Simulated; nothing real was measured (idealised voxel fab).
The document below concerns the process module designated voxel local oxidation.
This is section cut - it's 205 nm across, gridded in 5 nm square cells.
In this document a cross-section is written as a grid of square cells. It is given as a series of bands, listed from the top down, and a band is one or more rows of cells. First you get the band's top height and its bottom height, in nm, and then the materials it's made of, left to right, with each width in nm. If you see a single material with "edge to edge", that one covers the band edge to edge. "air" is empty space. A quick word on heights: they are counted from 0, and under that level the wafer as it came to us is one material throughout. The lowest band is different from the rest in having no bottom; it simply continues downward, written as in "top 0, no bottom". Top row gets the first number, bottom row gets the second, and each row in between changes by the same step: that is how a band width like "30 to 40" works. Step note "no modifications" = no cross-section cell changed. "Closed internal voids" contains a list of empty spaces, each no smaller than 8 cells and without an open way to the top, written in the form width x height at distance with the distance from the left edge and all three in nm. Post-settings text on a step line: simulator's own remark regarding the step. The "overlay nm" setting may appear on a step's line; for a step that uses a mask, it gives how far to the right of its planned position the mask lay, and a negative value indicates the left.
-- Process steps - plan
1 RECEIVE with material Si
2 OXIDIZE with depth nm 5
3 CONFORMAL_DEP with material SiN, thk nm 10
4 MASKED_ETCH with tone cover, mask id ACTIVE, width nm 105, etch materials SiN, depth nm 10, overlay nm 0
5 SELECTIVE_ETCH with etch materials SiO2, depth nm 5
6 OXIDIZE with depth nm 10
7 STRIP with etch materials SiN
-- Incoming wafer, cross-sectional view, post step 1
top 0, no bottom  Si edge to edge
Closed internal voids: none
-- Here's the cross-section of the first of our two wafers at the end of the module - it ran as planned
top 0, bottom -5  air 55; SiO2 95; air 55
top -5, bottom -15  SiO2 65; Si 75; SiO2 65
top -15, no bottom  Si edge to edge
Closed internal voids: none
-- Second wafer cross-section at end of module - shared start and plan with the first, one mistake in the run
top -5, bottom -15  SiO2 edge to edge
top -15, no bottom  Si edge to edge
Closed internal voids: none
So what did we get wrong on this run? step 3 of the plan got skipped, so it never ran
at the end the second wafer has, in cells: -30 Si | +11 SiO2
